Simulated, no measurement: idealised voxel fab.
Documented hereafter: the process module known as voxel released beams.
Cross-section cut: width 280 nm, square cells of 5 nm.
In this document a cross-section is written as a grid of square cells. It is given as a series of bands, listed from the top down, and a band is one or more rows of cells.
The entry gives the band's vertical extent as a top height and a bottom height in nm, then its horizontal make-up as materials from left to right, each with a width in nm. "empty" stands for empty space; a single material marked "all across" fills the band edge to edge.
It should be noted that heights are counted from 0, beneath which the wafer as supplied is of one material throughout, and that the lowest band possesses no lower boundary but continues downward, as written in "top 0, no bottom".
A width given as "30..40" starts at the first number in the band's top row and ends at the second number in its bottom row, shifting by an equal amount at every step from row to row.
The designation "left unchanged", where it is given for a processing step, indicates that no cell of the cross-section was altered in the course of that step.
Reported under the label "Closed void roster" are the empty spaces having no open way to the top and comprising 8 cells or more; the notation for each is width x height at distance, in which the distance is measured from the left edge and all three values are in nm.
Read whatever lies past the settings on a step's line as the simulator's own remark about the step.
Steps that use a mask can have "overlay nm" on their line. It says how far the mask sat to the right of where it was meant to be. Negative means to the left.

### The following list gives the planned process steps
step 1: RECEIVE,material Si
step 2: CONFORMAL_DEP,material SiN,thk nm 10
step 3: DIRECTIONAL_DEP,material SiO2,thk nm 15
step 4: MASKED_ETCH,tone open,mask id ANCHOR,width nm 40,etch materials SiO2,depth nm 15,overlay nm 0
step 5: CONFORMAL_DEP,material W,thk nm 15
step 6: DIRECTIONAL_DEP,material aC,thk nm 5
step 7: PATTERN,tone cover,mask id BEAM,material resist,width nm 120,thk nm 25,overlay nm 0
step 8: DIRECTIONAL_ETCH,etch materials aC,depth nm 10
step 9: STRIP,etch materials resist
step 10: DIRECTIONAL_ETCH,etch materials W,depth nm 15
step 11: STRIP,etch materials aC
step 12: STRIP,etch materials SiO2
Split variable: thk nm, step 6. Plan value = first wafer. Wafers start alike.

### So this is the first of several wafers, cross-sectioned as it came to us, meaning it's at the end of step 1
  top 0, no bottom: Si all across
  Closed void roster: none

### End of the module, past its last step, step 12: how the first of several wafers looks in cross-section
  top 40, bottom 25: empty: 75; W: 20; empty: 10; W: 90; empty: 85
  top 25, bottom 10: empty: 80; W: 40; empty: 160
  top 10, bottom 0: SiN all across
  top 0, no bottom: Si all across
  Closed void roster: none

### End of module, last wafer sectioned
  top 40, bottom 25: W: 95; empty: 10; W: 175
  top 25, bottom 10: SiO2: 80; W: 40; SiO2: 160
  top 10, bottom 0: SiN all across
  top 0, no bottom: Si all across
  Closed void roster: none

### The rows of the table below are wafers. Looking at the end of the module, a row counts, for every material, the cells the wafer has gained, shown as (+), or lost, shown as (-), since it was received; its closed voids come next
thk nm 5 | +112 SiN | +90 W | Closed void roster: none
thk nm 10 | +112 SiN | +90 W | Closed void roster: none
thk nm 15 | +112 SiN | +144 SiO2 | +186 W | Closed void roster: none
thk nm 20 | +112 SiN | +144 SiO2 | +186 W | Closed void roster: none
thk nm 25 | +112 SiN | +144 SiO2 | +186 W | Closed void roster: none
